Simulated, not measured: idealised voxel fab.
process module | voxel ribs on slabs
We display cut, a cross-section 160 nm in width whose square cells are each 5 nm.
Cross-sections here: square-cell grids, written as top-down lists of bands, a band being one or more rows of cells. Basically the band line says how high the top is and how high the bottom is, in nm, and then what's in it from left to right, every material with its width in nm. Empty space shows up as "empty", and if a single material carries "everywhere" it runs the full band edge to edge. The level at which height equals 0 is the one under which the wafer, as it arrives, is entirely one material. No lower edge exists for the bottom band, which continues downward and is notated as in "0 and below". The notation "30 to 40" denotes a width that varies across the rows of cells in the band, beginning at the first number in the top row, finishing at the second number in the bottom row, and changing by an identical amount from each row to the next. Step marked "no modification"? Then no cell in the cross-section changed in it. Entry "Closed void catalog". Content: empty spaces with no open connection to the top, size 8 cells or greater. Each: width x height at distance. Distance: from left edge. Unit: nm. Note: text after step settings on the step line = simulator remark on that step. overlay nm: right-of-plan distance of the mask on a masked step; negative values mean left-of-plan.
## Steps planned for the process
| 1 | RECEIVE with material Si |
| 2 | DIRECTIONAL_DEP with material SiO2, thk nm 20 |
| 3 | DIRECTIONAL_DEP with material polySi, thk nm 25 |
| 4 | DIRECTIONAL_DEP with material aC, thk nm 10 |
| 5 | PATTERN with tone cover, mask id RIB, material resist, width nm 30, thk nm 25, overlay nm 0 |
| 6 | DIRECTIONAL_ETCH with etch materials aC, depth nm 10 |
| 7 | STRIP with etch materials resist |
| 8 | DIRECTIONAL_ETCH with etch materials polySi, depth nm 5 |
| 9 | STRIP with etch materials aC |
| 10 | DIRECTIONAL_DEP with material aC, thk nm 15 |
| 11 | PATTERN with tone cover, mask id SLAB, material resist, width nm 80, thk nm 35, overlay nm 0 |
| 12 | DIRECTIONAL_ETCH with etch materials aC, depth nm 15 |
| 13 | STRIP with etch materials resist |
| 14 | DIRECTIONAL_ETCH with etch materials polySi, depth nm 20 |
| 15 | STRIP with etch materials aC |
| 16 | FILL_DEP with material SiO2, thk nm 20 |
| 17 | CMP with height nm 60 |
| 18 | DIRECTIONAL_DEP with material W, thk nm 10 |
| 19 | DIRECTIONAL_DEP with material aC, thk nm 15 |
| 20 | PATTERN with tone cover, mask id HEATER, material resist, width nm 40, thk nm 30, overlay nm 0 |
| 21 | DIRECTIONAL_ETCH with etch materials aC, depth nm 15 |
| 22 | STRIP with etch materials resist |
| 23 | DIRECTIONAL_ETCH with etch materials W, depth nm 10 |
| 24 | STRIP with etch materials aC |
| 25 | CONFORMAL_DEP with material SiO2, thk nm 10 |
## Below: the first of two wafers, run as planned
## Cross-section of the wafer at receipt, which is the condition after step 1
    0 and below  Si everywhere
    Closed void catalog: none
## How the wafer stands in section after step 2
    20 down to 0  SiO2 everywhere
    Anything lower than 0 is untouched.
## How the wafer stands in section after step 3
    45 down to 20  polySi everywhere
    Anything lower than 20 is untouched.
## How the wafer stands in section after step 4
    55 down to 45  aC everywhere
    Anything lower than 45 is untouched.
## How the wafer stands in section after step 5
    80 down to 55  65 of empty / 30 of resist / 65 of empty
    Anything lower than 55 is untouched.
## How the wafer stands in section after step 6
    70 down to 55  65 of empty / 30 of resist / 65 of empty
    55 down to 45  65 of empty / 30 of aC / 65 of empty
    Anything lower than 45 is untouched.
## How the wafer stands in section after step 7
    55 down to 45  65 of empty / 30 of aC / 65 of empty
    Anything lower than 45 is untouched.
## How the wafer stands in section after step 8
    55 down to 45  65 of empty / 30 of aC / 65 of empty
    45 down to 40  65 of empty / 30 of polySi / 65 of empty
    Anything lower than 40 is untouched.
## How the wafer stands in section after step 9
    45 down to 40  65 of empty / 30 of polySi / 65 of empty
    Anything lower than 40 is untouched.
## How the wafer stands in section after step 10
    60 down to 55  65 of empty / 30 of aC / 65 of empty
    55 down to 45  aC everywhere
    45 down to 40  65 of aC / 30 of polySi / 65 of aC
    Anything lower than 40 is untouched.
## How the wafer stands in section after step 11
    95 down to 60  40 of empty / 80 of resist / 40 of empty
    60 down to 55  40 of empty / 25 of resist / 30 of aC / 25 of resist / 40 of empty
    Anything lower than 55 is untouched.
## How the wafer stands in section after step 12
    80 down to 60  40 of empty / 80 of resist / 40 of empty
    60 down to 55  40 of empty / 25 of resist / 30 of aC / 25 of resist / 40 of empty
    55 down to 45  40 of empty / 80 of aC / 40 of empty
    45 down to 40  40 of empty / 25 of aC / 30 of polySi / 25 of aC / 40 of empty
    Anything lower than 40 is untouched.
## How the wafer stands in section after step 13
    60 down to 55  65 of empty / 30 of aC / 65 of empty
    Anything lower than 55 is untouched.
## How the wafer stands in section after step 14
    60 down to 55  65 of empty / 30 of aC / 65 of empty
    55 down to 45  40 of empty / 80 of aC / 40 of empty
    45 down to 40  40 of empty / 25 of aC / 30 of polySi / 25 of aC / 40 of empty
    40 down to 20  40 of empty / 80 of polySi / 40 of empty
    Anything lower than 20 is untouched.
## How the wafer stands in section after step 15
    45 down to 40  65 of empty / 30 of polySi / 65 of empty
    Anything lower than 40 is untouched.
## How the wafer stands in section after step 16
    65 down to 45  SiO2 everywhere
    45 down to 40  65 of SiO2 / 30 of polySi / 65 of SiO2
    40 down to 20  40 of SiO2 / 80 of polySi / 40 of SiO2
    Anything lower than 20 is untouched.
## How the wafer stands in section after step 17
    60 down to 45  SiO2 everywhere
    Anything lower than 45 is untouched.
## How the wafer stands in section after step 18
    70 down to 60  W everywhere
    Anything lower than 60 is untouched.
## How the wafer stands in section after step 19
    85 down to 70  aC everywhere
    Anything lower than 70 is untouched.
## How the wafer stands in section after step 20
    115 down to 85  60 of empty / 40 of resist / 60 of empty
    Anything lower than 85 is untouched.
## How the wafer stands in section after step 21
    100 down to 85  60 of empty / 40 of resist / 60 of empty
    85 down to 70  60 of empty / 40 of aC / 60 of empty
    Anything lower than 70 is untouched.
## How the wafer stands in section after step 22
    85 down to 70  60 of empty / 40 of aC / 60 of empty
    Anything lower than 70 is untouched.
## How the wafer stands in section after step 23
    85 down to 70  60 of empty / 40 of aC / 60 of empty
    70 down to 60  60 of empty / 40 of W / 60 of empty
    Anything lower than 60 is untouched.
## How the wafer stands in section after step 24
    70 down to 60  60 of empty / 40 of W / 60 of empty
    Anything lower than 60 is untouched.
## How the wafer stands in section after step 25
    80 down to 70  50 of empty / 60 of SiO2 / 50 of empty
    70 down to 60  60 of SiO2 / 40 of W / 60 of SiO2
    Anything lower than 60 is untouched.
## Wafer two. Identical start, identical plan. One mistake in execution. Identical history through step 24
Second wafer at the planned finish of step 25, seen in cross-section: no modification
It is concluded that the wafer was processed incorrectly with respect to the plan, in that step 25 of the plan was jumped over and never run
Heads up, by the end the second wafer has more or fewer cells of some materials compared to the first: SiO2: 72 fewer
